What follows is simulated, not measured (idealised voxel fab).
The following process module bears the name voxel transistor to metal.
Cross-section cut spans 270 nm and uses square cells 5 nm in size.
Square cells in a grid make up a cross-section in this document, and the grid is given as bands, listed from the top down, each one or more rows of cells.
Read a band's entry like this: the first values are the height of its top and the height of its bottom in nm, and what follows is the sequence of materials from left to right, each with its width in nm. Note that "air" is empty space, and that a single material marked "full width" reaches across the band from edge to edge.
Height datum 0, below which the as-received substrate wafer is one material. Lowest band open at the bottom, running downward: "0 and below".
Width: "30 to 40" (first number = top row, second number = bottom row, same change from row to row of cells).
A step reported as "nothing altered" is a step in which no cell of the cross-section changed.
Closed empty spaces (no open way to the top) of 8 cells or more are what "Closed internal cavities" lists, each as width x height at distance from the left edge, nm for all three.
after a step's settings: what the simulator itself notes on the step
The "overlay nm" setting may appear on a step's line; for a step that uses a mask, it gives how far to the right of its planned position the mask lay, and a negative value indicates the left.
Reading guide: pairs of cross-sections, before and after one process step; after view cut off at lowest changed band; step and settings listed under each pair. Pairs may stem from different runs of this module on the same starting wafer; continuity with the pair above only where the "State before" entry states it.

State before:
    60 down to 55  SiN 25 nm / TiN 20 nm / SiN 50 nm / TiN 20 nm / SiN 40 nm / TiN 20 nm / SiN 50 nm / TiN 20 nm / SiN 25 nm
    55 down to 45  Ru full width
    45 down to 40  TiN 30 nm / Ru 20 nm / TiN 40 nm / Ru 20 nm / TiN 50 nm / Ru 20 nm / TiN 40 nm / Ru 20 nm / TiN 30 nm
    40 down to 30  SiO2 25 nm / TiN 5 nm / Ru 20 nm / TiN 5 nm / SiO2 30 nm / TiN 5 nm / Ru 20 nm / TiN 5 nm / SiO2 40 nm / TiN 5 nm / Ru 20 nm / TiN 5 nm / SiO2 30 nm / TiN 5 nm / Ru 20 nm / TiN 5 nm / SiO2 25 nm
    30 down to 20  SiO2 25 nm / TiN 5 nm / Ru 20 nm / TiN 5 nm / SiN 5 nm / SiCN 20 nm / SiN 5 nm / TiN 5 nm / Ru 20 nm / TiN 5 nm / SiO2 40 nm / TiN 5 nm / Ru 20 nm / TiN 5 nm / SiN 5 nm / SiCN 20 nm / SiN 5 nm / TiN 5 nm / Ru 20 nm / TiN 5 nm / SiO2 25 nm
    20 down to 0  SiO2 25 nm / TiN 5 nm / Ru 20 nm / TiN 5 nm / SiN 5 nm / polySi 20 nm / SiN 5 nm / TiN 5 nm / Ru 20 nm / TiN 5 nm / SiO2 40 nm / TiN 5 nm / Ru 20 nm / TiN 5 nm / SiN 5 nm / polySi 20 nm / SiN 5 nm / TiN 5 nm / Ru 20 nm / TiN 5 nm / SiO2 25 nm
    0 down to -5  SiO2 10 nm / SiN 5 nm / SiO2 10 nm / TiN 30 nm / SiN 5 nm / polySi 20 nm / SiN 5 nm / TiN 30 nm / SiO2 10 nm / SiN 5 nm / SiO2 10 nm / SiN 5 nm / SiO2 10 nm / TiN 30 nm / SiN 5 nm / polySi 20 nm / SiN 5 nm / TiN 30 nm / SiO2 10 nm / SiN 5 nm / SiO2 10 nm
    -5 down to -10  SiO2 15 nm / SiGe 40 nm / SiO2 30 nm / SiGe 40 nm / SiO2 20 nm / SiGe 40 nm / SiO2 30 nm / SiGe 40 nm / SiO2 15 nm
    -10 down to -25  SiO2 15 nm / Si 110 nm / SiO2 20 nm / Si 110 nm / SiO2 15 nm
    -25 and below  Si full width
    Closed internal cavities: none

Resultant Cross-Section:
    65 down to 60  SiN full width
    Below 60, no change.
    Closed internal cavities: none
The step that takes the structure from the upper cross-section to the lower one is CONFORMAL_DEP, material SiN, thk nm 5

State before:
    10 down to 0  air 15 nm / SiN 110 nm / air 20 nm / SiN 110 nm / air 15 nm
    0 down to -5  air 15 nm / SiO2 110 nm / air 20 nm / SiO2 110 nm / air 15 nm
    -5 down to -25  air 15 nm / Si 110 nm / air 20 nm / Si 110 nm / air 15 nm
    -25 and below  Si full width
    Closed internal cavities: none

Resultant Cross-Section:
    10 down to 0  air 15 nm / SiN 110 nm / air 20 nm / SiN 110 nm / air 15 nm
    0 down to -5  air 15 nm / SiO2 110 nm / air 20 nm / SiO2 110 nm / air 15 nm
    -5 down to -45  air 15 nm / Si 110 nm / air 20 nm / Si 110 nm / air 15 nm
    Below -45, no change.
    Closed internal cavities: none
The step that takes the structure from the upper cross-section to the lower one is MASKED_ETCH, tone cover, mask id ACTIVE, width nm 110, pitch nm 130, etch materials Si, depth nm 20, overlay nm 0

State before: the after view from the pair directly above serves as the before view here.

Resultant Cross-Section:
    15 down to 10  SiO2 full width
    10 down to 0  SiO2 15 nm / SiN 110 nm / SiO2 20 nm / SiN 110 nm / SiO2 15 nm
    0 down to -5  SiO2 full width
    -5 down to -45  SiO2 15 nm / Si 110 nm / SiO2 20 nm / Si 110 nm / SiO2 15 nm
    Below -45, no change.
    Closed internal cavities: none
The step that takes the structure from the upper cross-section to the lower one is FILL_DEP, material SiO2, thk nm 5

State before: the after view from the pair directly above serves as the before view here.

Resultant Cross-Section:
    10 down to 0  SiO2 15 nm / SiN 110 nm / SiO2 20 nm / SiN 110 nm / SiO2 15 nm
    Below 0, no change.
    Closed internal cavities: none
The step that takes the structure from the upper cross-section to the lower one is CMP, height nm 10

State before: the after view from the pair directly above serves as the before view here.

Resultant Cross-Section:
    10 down to 5  air 15 nm / SiN 110 nm / air 20 nm / SiN 110 nm / air 15 nm
    Below 5, no change.
    Closed internal cavities: none
The step that takes the structure from the upper cross-section to the lower one is SELECTIVE_ETCH, etch materials SiO2, depth nm 5

State before: the after view from the pair directly above serves as the before view here.

Resultant Cross-Section:
    5 down to 0  SiO2 15 nm / air 110 nm / SiO2 20 nm / air 110 nm / SiO2 15 nm
    Below 0, no change.
    Closed internal cavities: none
The step that takes the structure from the upper cross-section to the lower one is STRIP, etch materials SiN

State before: the after view from the pair directly above serves as the before view here.

Resultant Cross-Section:
    0 down to -5  SiO2 10 nm / air 120 nm / SiO2 10 nm / air 120 nm / SiO2 10 nm
    Below -5, no change.
    Closed internal cavities: none
The step that takes the structure from the upper cross-section to the lower one is SELECTIVE_ETCH, etch materials SiO2, depth nm 5

State before: the after view from the pair directly above serves as the before view here.

Resultant Cross-Section:
    0 down to -5  SiO2 10 nm / air 120 nm / SiO2 10 nm / air 120 nm / SiO2 10 nm
    -5 down to -10  SiO2 full width
    Below -10, no change.
    Closed internal cavities: none
The step that takes the structure from the upper cross-section to the lower one is OXIDIZE, depth nm 5

State before: the after view from the pair directly above serves as the before view here.

Resultant Cross-Section:
    25 down to 20  polySi 10 nm / air 120 nm / polySi 10 nm / air 120 nm / polySi 10 nm
    20 down to 0  polySi full width
    0 down to -5  SiO2 10 nm / polySi 120 nm / SiO2 10 nm / polySi 120 nm / SiO2 10 nm
    Below -5, no change.
    Closed internal cavities: none
The step that takes the structure from the upper cross-section to the lower one is DIRECTIONAL_DEP, material polySi, thk nm 25

State before: the after view from the pair directly above serves as the before view here.

Resultant Cross-Section:
    35 down to 30  SiCN 10 nm / air 120 nm / SiCN 10 nm / air 120 nm / SiCN 10 nm
    30 down to 25  SiCN full width
    25 down to 20  polySi 10 nm / SiCN 120 nm / polySi 10 nm / SiCN 120 nm / polySi 10 nm
    Below 20, no change.
    Closed internal cavities: none
The step that takes the structure from the upper cross-section to the lower one is DIRECTIONAL_DEP, material SiCN, thk nm 10

State before: the after view from the pair directly above serves as the before view here.

Resultant Cross-Section:
    55 down to 35  air 60 nm / resist 20 nm / air 110 nm / resist 20 nm / air 60 nm
    35 down to 30  SiCN 10 nm / air 50 nm / resist 20 nm / air 50 nm / SiCN 10 nm / air 50 nm / resist 20 nm / air 50 nm / SiCN 10 nm
    Below 30, no change.
    Closed internal cavities: none
The step that takes the structure from the upper cross-section to the lower one is PATTERN, tone cover, mask id GATE, material resist, width nm 20, pitch nm 130, thk nm 20, overlay nm 0

State before: the after view from the pair directly above serves as the before view here.

Resultant Cross-Section:
    55 down to 30  air 60 nm / resist 20 nm / air 110 nm / resist 20 nm / air 60 nm
    30 down to 25  air 60 nm / SiCN 20 nm / air 110 nm / SiCN 20 nm / air 60 nm
    25 down to 20  polySi 10 nm / air 50 nm / SiCN 20 nm / air 50 nm / polySi 10 nm / air 50 nm / SiCN 20 nm / air 50 nm / polySi 10 nm
    Below 20, no change.
    Closed internal cavities: none
The step that takes the structure from the upper cross-section to the lower one is DIRECTIONAL_ETCH, etch materials SiCN, depth nm 20

State before: the after view from the pair directly above serves as the before view here.

Resultant Cross-Section:
    55 down to 30  air 60 nm / resist 20 nm / air 110 nm / resist 20 nm / air 60 nm
    30 down to 20  air 60 nm / SiCN 20 nm / air 110 nm / SiCN 20 nm / air 60 nm
    20 down to 0  air 60 nm / polySi 20 nm / air 110 nm / polySi 20 nm / air 60 nm
    0 down to -5  SiO2 10 nm / air 50 nm / polySi 20 nm / air 50 nm / SiO2 10 nm / air 50 nm / polySi 20 nm / air 50 nm / SiO2 10 nm
    Below -5, no change.
    Closed internal cavities: none
The step that takes the structure from the upper cross-section to the lower one is DIRECTIONAL_ETCH, etch materials polySi, depth nm 35

State before: the after view from the pair directly above serves as the before view here.

Resultant Cross-Section:
    30 down to 20  air 60 nm / SiCN 20 nm / air 110 nm / SiCN 20 nm / air 60 nm
    Below 20, no change.
    Closed internal cavities: none
The step that takes the structure from the upper cross-section to the lower one is STRIP, etch materials resist

State before: the after view from the pair directly above serves as the before view here.

Resultant Cross-Section:
    35 down to 30  air 55 nm / SiN 30 nm / air 100 nm / SiN 30 nm / air 55 nm
    30 down to 20  air 55 nm / SiN 5 nm / SiCN 20 nm / SiN 5 nm / air 100 nm / SiN 5 nm / SiCN 20 nm / SiN 5 nm / air 55 nm
    20 down to 5  air 55 nm / SiN 5 nm / polySi 20 nm / SiN 5 nm / air 100 nm / SiN 5 nm / polySi 20 nm / SiN 5 nm / air 55 nm
    5 down to 0  SiN 15 nm / air 40 nm / SiN 5 nm / polySi 20 nm / SiN 5 nm / air 40 nm / SiN 20 nm / air 40 nm / SiN 5 nm / polySi 20 nm / SiN 5 nm / air 40 nm / SiN 15 nm
    0 down to -5  SiO2 10 nm / SiN 50 nm / polySi 20 nm / SiN 50 nm / SiO2 10 nm / SiN 50 nm / polySi 20 nm / SiN 50 nm / SiO2 10 nm
    Below -5, no change.
    Closed internal cavities: none
The step that takes the structure from the upper cross-section to the lower one is CONFORMAL_DEP, material SiN, thk nm 5

State before: the after view from the pair directly above serves as the before view here.

Resultant Cross-Section:
    30 down to 20  air 55 nm / SiN 5 nm / SiCN 20 nm / SiN 5 nm / air 100 nm / SiN 5 nm / SiCN 20 nm / SiN 5 nm / air 55 nm
    20 down to 0  air 55 nm / SiN 5 nm / polySi 20 nm / SiN 5 nm / air 100 nm / SiN 5 nm / polySi 20 nm / SiN 5 nm / air 55 nm
    0 down to -5  SiO2 10 nm / SiN 5 nm / air 40 nm / SiN 5 nm / polySi 20 nm / SiN 5 nm / air 40 nm / SiN 5 nm / SiO2 10 nm / SiN 5 nm / air 40 nm / SiN 5 nm / polySi 20 nm / SiN 5 nm / air 40 nm / SiN 5 nm / SiO2 10 nm
    Below -5, no change.
    Closed internal cavities: none
The step that takes the structure from the upper cross-section to the lower one is DIRECTIONAL_ETCH, etch materials SiN, depth nm 5

State before: the after view from the pair directly above serves as the before view here.

Resultant Cross-Section:
    30 down to 20  air 55 nm / SiN 5 nm / SiCN 20 nm / SiN 5 nm / air 100 nm / SiN 5 nm / SiCN 20 nm / SiN 5 nm / air 55 nm
    20 down to 0  air 55 nm / SiN 5 nm / polySi 20 nm / SiN 5 nm / air 100 nm / SiN 5 nm / polySi 20 nm / SiN 5 nm / air 55 nm
    0 down to -5  air 10 nm / SiN 5 nm / air 40 nm / SiN 5 nm / polySi 20 nm / SiN 5 nm / air 40 nm / SiN 5 nm / air 10 nm / SiN 5 nm / air 40 nm / SiN 5 nm / polySi 20 nm / SiN 5 nm / air 40 nm / SiN 5 nm / air 10 nm
    -5 down to -10  SiO2 15 nm / air 40 nm / SiO2 30 nm / air 40 nm / SiO2 20 nm / air 40 nm / SiO2 30 nm / air 40 nm / SiO2 15 nm
    Below -10, no change.
    Closed internal cavities: none
The step that takes the structure from the upper cross-section to the lower one is DIRECTIONAL_ETCH, etch materials SiO2, depth nm 5

State before: the after view from the pair directly above serves as the before view here.

Resultant Cross-Section:
    30 down to 20  air 55 nm / SiN 5 nm / SiCN 20 nm / SiN 5 nm / air 100 nm / SiN 5 nm / SiCN 20 nm / SiN 5 nm / air 55 nm
    20 down to 0  air 55 nm / SiN 5 nm / polySi 20 nm / SiN 5 nm / air 100 nm / SiN 5 nm / polySi 20 nm / SiN 5 nm / air 55 nm
    0 down to -5  air 10 nm / SiN 5 nm / air 40 nm / SiN 5 nm / polySi 20 nm / SiN 5 nm / air 40 nm / SiN 5 nm / air 10 nm / SiN 5 nm / air 40 nm / SiN 5 nm / polySi 20 nm / SiN 5 nm / air 40 nm / SiN 5 nm / air 10 nm
    -5 down to -10  SiO2 15 nm / SiGe 40 nm / SiO2 30 nm / SiGe 40 nm / SiO2 20 nm / SiGe 40 nm / SiO2 30 nm / SiGe 40 nm / SiO2 15 nm
    Below -10, no change.
    Closed internal cavities: none
The step that takes the structure from the upper cross-section to the lower one is EPI, material SiGe, thk nm 5

State before: the after view from the pair directly above serves as the before view here.

Resultant Cross-Section:
    40 down to 30  SiO2 full width
    30 down to 20  SiO2 55 nm / SiN 5 nm / SiCN 20 nm / SiN 5 nm / SiO2 100 nm / SiN 5 nm / SiCN 20 nm / SiN 5 nm / SiO2 55 nm
    20 down to 0  SiO2 55 nm / SiN 5 nm / polySi 20 nm / SiN 5 nm / SiO2 100 nm / SiN 5 nm / polySi 20 nm / SiN 5 nm / SiO2 55 nm
    0 down to -5  SiO2 10 nm / SiN 5 nm / SiO2 40 nm / SiN 5 nm / polySi 20 nm / SiN 5 nm / SiO2 40 nm / SiN 5 nm / SiO2 10 nm / SiN 5 nm / SiO2 40 nm / SiN 5 nm / polySi 20 nm / SiN 5 nm / SiO2 40 nm / SiN 5 nm / SiO2 10 nm
    Below -5, no change.
    Closed internal cavities: none
The step that takes the structure from the upper cross-section to the lower one is FILL_DEP, material SiO2, thk nm 10

State before: the after view from the pair directly above serves as the before view here.

Resultant Cross-Section:
    30 down to 20  SiO2 55 nm / SiN 5 nm / SiCN 20 nm / SiN 5 nm / SiO2 100 nm / SiN 5 nm / SiCN 20 nm / SiN 5 nm / SiO2 55 nm
    Below 20, no change.
    Closed internal cavities: none
The step that takes the structure from the upper cross-section to the lower one is CMP, height nm 30

State before: the after view from the pair directly above serves as the before view here.

Resultant Cross-Section:
    40 down to 30  SiO2 full width
    Below 30, no change.
    Closed internal cavities: none
The step that takes the structure from the upper cross-section to the lower one is DIRECTIONAL_DEP, material SiO2, thk nm 10

State before: the after view from the pair directly above serves as the before view here.

Resultant Cross-Section:
    60 down to 40  resist 25 nm / air 30 nm / resist 30 nm / air 30 nm / resist 40 nm / air 30 nm / resist 30 nm / air 30 nm / resist 25 nm
    Below 40, no change.
    Closed internal cavities: none
The step that takes the structure from the upper cross-section to the lower one is PATTERN, tone open, mask id CONTACT, material resist, width nm 30, thk nm 20, overlay nm 0

State before: the after view from the pair directly above serves as the before view here.

Resultant Cross-Section:
    60 down to 40  resist 25 nm / air 30 nm / resist 30 nm / air 30 nm / resist 40 nm / air 30 nm / resist 30 nm / air 30 nm / resist 25 nm
    40 down to 30  SiO2 25 nm / air 30 nm / SiO2 30 nm / air 30 nm / SiO2 40 nm / air 30 nm / SiO2 30 nm / air 30 nm / SiO2 25 nm
    30 down to 20  SiO2 25 nm / air 30 nm / SiN 5 nm / SiCN 20 nm / SiN 5 nm / air 30 nm / SiO2 40 nm / air 30 nm / SiN 5 nm / SiCN 20 nm / SiN 5 nm / air 30 nm / SiO2 25 nm
    20 down to 0  SiO2 25 nm / air 30 nm / SiN 5 nm / polySi 20 nm / SiN 5 nm / air 30 nm / SiO2 40 nm / air 30 nm / SiN 5 nm / polySi 20 nm / SiN 5 nm / air 30 nm / SiO2 25 nm
    0 down to -5  SiO2 10 nm / SiN 5 nm / SiO2 10 nm / air 30 nm / SiN 5 nm / polySi 20 nm / SiN 5 nm / air 30 nm / SiO2 10 nm / SiN 5 nm / SiO2 10 nm / SiN 5 nm / SiO2 10 nm / air 30 nm / SiN 5 nm / polySi 20 nm / SiN 5 nm / air 30 nm / SiO2 10 nm / SiN 5 nm / SiO2 10 nm
    Below -5, no change.
    Closed internal cavities: none
The step that takes the structure from the upper cross-section to the lower one is DIRECTIONAL_ETCH, etch materials SiO2, depth nm 45

State before: the after view from the pair directly above serves as the before view here.

Resultant Cross-Section:
    40 down to 30  SiO2 25 nm / air 30 nm / SiO2 30 nm / air 30 nm / SiO2 40 nm / air 30 nm / SiO2 30 nm / air 30 nm / SiO2 25 nm
    Below 30, no change.
    Closed internal cavities: none
The step that takes the structure from the upper cross-section to the lower one is STRIP, etch materials resist

State before: the after view from the pair directly above serves as the before view here.

Resultant Cross-Section:
    45 down to 40  TiN 30 nm / air 20 nm / TiN 40 nm / air 20 nm / TiN 50 nm / air 20 nm / TiN 40 nm / air 20 nm / TiN 30 nm
    40 down to 30  SiO2 25 nm / TiN 5 nm / air 20 nm / TiN 5 nm / SiO2 30 nm / TiN 5 nm / air 20 nm / TiN 5 nm / SiO2 40 nm / TiN 5 nm / air 20 nm / TiN 5 nm / SiO2 30 nm / TiN 5 nm / air 20 nm / TiN 5 nm / SiO2 25 nm
    30 down to 20  SiO2 25 nm / TiN 5 nm / air 20 nm / TiN 5 nm / SiN 5 nm / SiCN 20 nm / SiN 5 nm / TiN 5 nm / air 20 nm / TiN 5 nm / SiO2 40 nm / TiN 5 nm / air 20 nm / TiN 5 nm / SiN 5 nm / SiCN 20 nm / SiN 5 nm / TiN 5 nm / air 20 nm / TiN 5 nm / SiO2 25 nm
    20 down to 0  SiO2 25 nm / TiN 5 nm / air 20 nm / TiN 5 nm / SiN 5 nm / polySi 20 nm / SiN 5 nm / TiN 5 nm / air 20 nm / TiN 5 nm / SiO2 40 nm / TiN 5 nm / air 20 nm / TiN 5 nm / SiN 5 nm / polySi 20 nm / SiN 5 nm / TiN 5 nm / air 20 nm / TiN 5 nm / SiO2 25 nm
    0 down to -5  SiO2 10 nm / SiN 5 nm / SiO2 10 nm / TiN 30 nm / SiN 5 nm / polySi 20 nm / SiN 5 nm / TiN 30 nm / SiO2 10 nm / SiN 5 nm / SiO2 10 nm / SiN 5 nm / SiO2 10 nm / TiN 30 nm / SiN 5 nm / polySi 20 nm / SiN 5 nm / TiN 30 nm / SiO2 10 nm / SiN 5 nm / SiO2 10 nm
    Below -5, no change.
    Closed internal cavities: none
The step that takes the structure from the upper cross-section to the lower one is CONFORMAL_DEP, material TiN, thk nm 5

State before: the after view from the pair directly above serves as the before view here.

Resultant Cross-Section:
    55 down to 45  Ru full width
    45 down to 40  TiN 30 nm / Ru 20 nm / TiN 40 nm / Ru 20 nm / TiN 50 nm / Ru 20 nm / TiN 40 nm / Ru 20 nm / TiN 30 nm
    40 down to 30  SiO2 25 nm / TiN 5 nm / Ru 20 nm / TiN 5 nm / SiO2 30 nm / TiN 5 nm / Ru 20 nm / TiN 5 nm / SiO2 40 nm / TiN 5 nm / Ru 20 nm / TiN 5 nm / SiO2 30 nm / TiN 5 nm / Ru 20 nm / TiN 5 nm / SiO2 25 nm
    30 down to 20  SiO2 25 nm / TiN 5 nm / Ru 20 nm / TiN 5 nm / SiN 5 nm / SiCN 20 nm / SiN 5 nm / TiN 5 nm / Ru 20 nm / TiN 5 nm / SiO2 40 nm / TiN 5 nm / Ru 20 nm / TiN 5 nm / SiN 5 nm / SiCN 20 nm / SiN 5 nm / TiN 5 nm / Ru 20 nm / TiN 5 nm / SiO2 25 nm
    20 down to 0  SiO2 25 nm / TiN 5 nm / Ru 20 nm / TiN 5 nm / SiN 5 nm / polySi 20 nm / SiN 5 nm / TiN 5 nm / Ru 20 nm / TiN 5 nm / SiO2 40 nm / TiN 5 nm / Ru 20 nm / TiN 5 nm / SiN 5 nm / polySi 20 nm / SiN 5 nm / TiN 5 nm / Ru 20 nm / TiN 5 nm / SiO2 25 nm
    Below 0, no change.
    Closed internal cavities: none
The step that takes the structure from the upper cross-section to the lower one is FILL_DEP, material Ru, thk nm 10

State before: the after view from the pair directly above serves as the before view here.

Resultant Cross-Section:
    40 down to 30  SiO2 25 nm / TiN 5 nm / Ru 20 nm / TiN 5 nm / SiO2 30 nm / TiN 5 nm / Ru 20 nm / TiN 5 nm / SiO2 40 nm / TiN 5 nm / Ru 20 nm / TiN 5 nm / SiO2 30 nm / TiN 5 nm / Ru 20 nm / TiN 5 nm / SiO2 25 nm
    Below 30, no change.
    Closed internal cavities: none
The step that takes the structure from the upper cross-section to the lower one is CMP, height nm 40

State before: the after view from the pair directly above serves as the before view here.

Resultant Cross-Section:
    45 down to 40  TiN full width
    Below 40, no change.
    Closed internal cavities: none
The step that takes the structure from the upper cross-section to the lower one is DIRECTIONAL_DEP, material TiN, thk nm 5

State before: the after view from the pair directly above serves as the before view here.

Resultant Cross-Section:
    60 down to 45  W full width
    Below 45, no change.
    Closed internal cavities: none
The step that takes the structure from the upper cross-section to the lower one is DIRECTIONAL_DEP, material W, thk nm 15

State before: the after view from the pair directly above serves as the before view here.

Resultant Cross-Section:
    75 down to 60  air 25 nm / resist 20 nm / air 50 nm / resist 20 nm / air 40 nm / resist 20 nm / air 50 nm / resist 20 nm / air 25 nm
    Below 60, no change.
    Closed internal cavities: none
The step that takes the structure from the upper cross-section to the lower one is PATTERN, tone cover, mask id METAL_1, material resist, width nm 20, thk nm 15, overlay nm 0

State before: the after view from the pair directly above serves as the before view here.

Resultant Cross-Section:
    75 down to 60  air 25 nm / resist 20 nm / air 50 nm / resist 20 nm / air 40 nm / resist 20 nm / air 50 nm / resist 20 nm / air 25 nm
    60 down to 45  air 25 nm / W 20 nm / air 50 nm / W 20 nm / air 40 nm / W 20 nm / air 50 nm / W 20 nm / air 25 nm
    Below 45, no change.
    Closed internal cavities: none
The step that takes the structure from the upper cross-section to the lower one is DIRECTIONAL_ETCH, etch materials W, depth nm 15

State before: the after view from the pair directly above serves as the before view here.

Resultant Cross-Section:
    75 down to 60  air 25 nm / resist 20 nm / air 50 nm / resist 20 nm / air 40 nm / resist 20 nm / air 50 nm / resist 20 nm / air 25 nm
    60 down to 45  air 25 nm / W 20 nm / air 50 nm / W 20 nm / air 40 nm / W 20 nm / air 50 nm / W 20 nm / air 25 nm
    45 down to 40  air 25 nm / TiN 20 nm / air 50 nm / TiN 20 nm / air 40 nm / TiN 20 nm / air 50 nm / TiN 20 nm / air 25 nm
    Below 40, no change.
    Closed internal cavities: none
The step that takes the structure from the upper cross-section to the lower one is DIRECTIONAL_ETCH, etch materials TiN, depth nm 5

State before: the after view from the pair directly above serves as the before view here.

Resultant Cross-Section:
    60 down to 45  air 25 nm / W 20 nm / air 50 nm / W 20 nm / air 40 nm / W 20 nm / air 50 nm / W 20 nm / air 25 nm
    Below 45, no change.
    Closed internal cavities: none
The step that takes the structure from the upper cross-section to the lower one is STRIP, etch materials resist

State before: the after view from the pair directly above serves as the before view here.

Resultant Cross-Section:
    65 down to 60  air 20 nm / SiN 30 nm / air 40 nm / SiN 30 nm / air 30 nm / SiN 30 nm / air 40 nm / SiN 30 nm / air 20 nm
    60 down to 45  air 20 nm / SiN 5 nm / W 20 nm / SiN 5 nm / air 40 nm / SiN 5 nm / W 20 nm / SiN 5 nm / air 30 nm / SiN 5 nm / W 20 nm / SiN 5 nm / air 40 nm / SiN 5 nm / W 20 nm / SiN 5 nm / air 20 nm
    45 down to 40  SiN 25 nm / TiN 20 nm / SiN 50 nm / TiN 20 nm / SiN 40 nm / TiN 20 nm / SiN 50 nm / TiN 20 nm / SiN 25 nm
    Below 40, no change.
    Closed internal cavities: none
The step that takes the structure from the upper cross-section to the lower one is CONFORMAL_DEP, material SiN, thk nm 5

State before: the after view from the pair directly above serves as the before view here.

Resultant Cross-Section:
    70 down to 65  SiO2 full width
    65 down to 60  SiO2 20 nm / SiN 30 nm / SiO2 40 nm / SiN 30 nm / SiO2 30 nm / SiN 30 nm / SiO2 40 nm / SiN 30 nm / SiO2 20 nm
    60 down to 45  SiO2 20 nm / SiN 5 nm / W 20 nm / SiN 5 nm / SiO2 40 nm / SiN 5 nm / W 20 nm / SiN 5 nm / SiO2 30 nm / SiN 5 nm / W 20 nm / SiN 5 nm / SiO2 40 nm / SiN 5 nm / W 20 nm / SiN 5 nm / SiO2 20 nm
    Below 45, no change.
    Closed internal cavities: none
The step that takes the structure from the upper cross-section to the lower one is FILL_DEP, material SiO2, thk nm 5

State before: the after view from the pair directly above serves as the before view here.

Resultant Cross-Section:
    60 down to 45  SiO2 20 nm / SiN 5 nm / W 20 nm / SiN 5 nm / SiO2 40 nm / SiN 5 nm / W 20 nm / SiN 5 nm / SiO2 30 nm / SiN 5 nm / W 20 nm / SiN 5 nm / SiO2 40 nm / SiN 5 nm / W 20 nm / SiN 5 nm / SiO2 20 nm
    Below 45, no change.
    Closed internal cavities: none
The step that takes the structure from the upper cross-section to the lower one is CMP, height nm 60

State before: the after view from the pair directly above serves as the before view here.

Resultant Cross-Section:
    65 down to 60  SiN full width
    Below 60, no change.
    Closed internal cavities: none
The step that takes the structure from the upper cross-section to the lower one is CONFORMAL_DEP, material SiN, thk nm 5

State before:
    10 down to 5  air 15 nm / SiN 110 nm / air 20 nm / SiN 110 nm / air 15 nm
    5 down to 0  SiO2 15 nm / SiN 110 nm / SiO2 20 nm / SiN 110 nm / SiO2 15 nm
    0 down to -5  SiO2 full width
    -5 down to -25  SiO2 15 nm / Si 110 nm / SiO2 20 nm / Si 110 nm / SiO2 15 nm
    -25 and below  Si full width
    Closed internal cavities: none

Resultant Cross-Section:
    10 down to 0  air 15 nm / SiN 110 nm / air 20 nm / SiN 110 nm / air 15 nm
    Below 0, no change.
    Closed internal cavities: none
The step that takes the structure from the upper cross-section to the lower one is SELECTIVE_ETCH, etch materials SiO2, depth nm 5

State before: the after view from the pair directly above serves as the before view here.

Resultant Cross-Section:
    0 down to -5  SiO2 full width
    Below -5, no change.
    Closed internal cavities: none
The step that takes the structure from the upper cross-section to the lower one is STRIP, etch materials SiN

State before: the after view from the pair directly above serves as the before view here.

Resultant Cross-Section:
    25 down to 0  polySi full width
    Below 0, no change.
    Closed internal cavities: none
The step that takes the structure from the upper cross-section to the lower one is DIRECTIONAL_DEP, material polySi, thk nm 25

State before: the after view from the pair directly above serves as the before view here.

Resultant Cross-Section:
    35 down to 25  SiCN full width
    Below 25, no change.
    Closed internal cavities: none
The step that takes the structure from the upper cross-section to the lower one is DIRECTIONAL_DEP, material SiCN, thk nm 10

State before: the after view from the pair directly above serves as the before view here.

Resultant Cross-Section:
    55 down to 35  air 60 nm / resist 20 nm / air 110 nm / resist 20 nm / air 60 nm
    Below 35, no change.
    Closed internal cavities: none
The step that takes the structure from the upper cross-section to the lower one is PATTERN, tone cover, mask id GATE, material resist, width nm 20, pitch nm 130, thk nm 20, overlay nm 0

State before: the after view from the pair directly above serves as the before view here.

Resultant Cross-Section:
    55 down to 35  air 60 nm / resist 20 nm / air 110 nm / resist 20 nm / air 60 nm
    35 down to 25  air 60 nm / SiCN 20 nm / air 110 nm / SiCN 20 nm / air 60 nm
    Below 25, no change.
    Closed internal cavities: none
The step that takes the structure from the upper cross-section to the lower one is DIRECTIONAL_ETCH, etch materials SiCN, depth nm 20

State before: the after view from the pair directly above serves as the before view here.

Resultant Cross-Section:
    55 down to 35  air 60 nm / resist 20 nm / air 110 nm / resist 20 nm / air 60 nm
    35 down to 25  air 60 nm / SiCN 20 nm / air 110 nm / SiCN 20 nm / air 60 nm
    25 down to 0  air 60 nm / polySi 20 nm / air 110 nm / polySi 20 nm / air 60 nm
    Below 0, no change.
    Closed internal cavities: none
The step that takes the structure from the upper cross-section to the lower one is DIRECTIONAL_ETCH, etch materials polySi, depth nm 35

State before: the after view from the pair directly above serves as the before view here.

Resultant Cross-Section:
    35 down to 25  air 60 nm / SiCN 20 nm / air 110 nm / SiCN 20 nm / air 60 nm
    Below 25, no change.
    Closed internal cavities: none
The step that takes the structure from the upper cross-section to the lower one is STRIP, etch materials resist

State before: the after view from the pair directly above serves as the before view here.

Resultant Cross-Section:
    40 down to 35  air 55 nm / SiN 30 nm / air 100 nm / SiN 30 nm / air 55 nm
    35 down to 25  air 55 nm / SiN 5 nm / SiCN 20 nm / SiN 5 nm / air 100 nm / SiN 5 nm / SiCN 20 nm / SiN 5 nm / air 55 nm
    25 down to 5  air 55 nm / SiN 5 nm / polySi 20 nm / SiN 5 nm / air 100 nm / SiN 5 nm / polySi 20 nm / SiN 5 nm / air 55 nm
    5 down to 0  SiN 60 nm / polySi 20 nm / SiN 110 nm / polySi 20 nm / SiN 60 nm
    Below 0, no change.
    Closed internal cavities: none
The step that takes the structure from the upper cross-section to the lower one is CONFORMAL_DEP, material SiN, thk nm 5

State before: the after view from the pair directly above serves as the before view here.

Resultant Cross-Section:
    35 down to 25  air 55 nm / SiN 5 nm / SiCN 20 nm / SiN 5 nm / air 100 nm / SiN 5 nm / SiCN 20 nm / SiN 5 nm / air 55 nm
    25 down to 0  air 55 nm / SiN 5 nm / polySi 20 nm / SiN 5 nm / air 100 nm / SiN 5 nm / polySi 20 nm / SiN 5 nm / air 55 nm
    Below 0, no change.
    Closed internal cavities: none
The step that takes the structure from the upper cross-section to the lower one is DIRECTIONAL_ETCH, etch materials SiN, depth nm 5

State before: the after view from the pair directly above serves as the before view here.

Resultant Cross-Section:
    35 down to 25  air 55 nm / SiN 5 nm / SiCN 20 nm / SiN 5 nm / air 100 nm / SiN 5 nm / SiCN 20 nm / SiN 5 nm / air 55 nm
    25 down to 0  air 55 nm / SiN 5 nm / polySi 20 nm / SiN 5 nm / air 100 nm / SiN 5 nm / polySi 20 nm / SiN 5 nm / air 55 nm
    0 down to -5  air 55 nm / SiO2 30 nm / air 100 nm / SiO2 30 nm / air 55 nm
    Below -5, no change.
    Closed internal cavities: none
The step that takes the structure from the upper cross-section to the lower one is DIRECTIONAL_ETCH, etch materials SiO2, depth nm 5
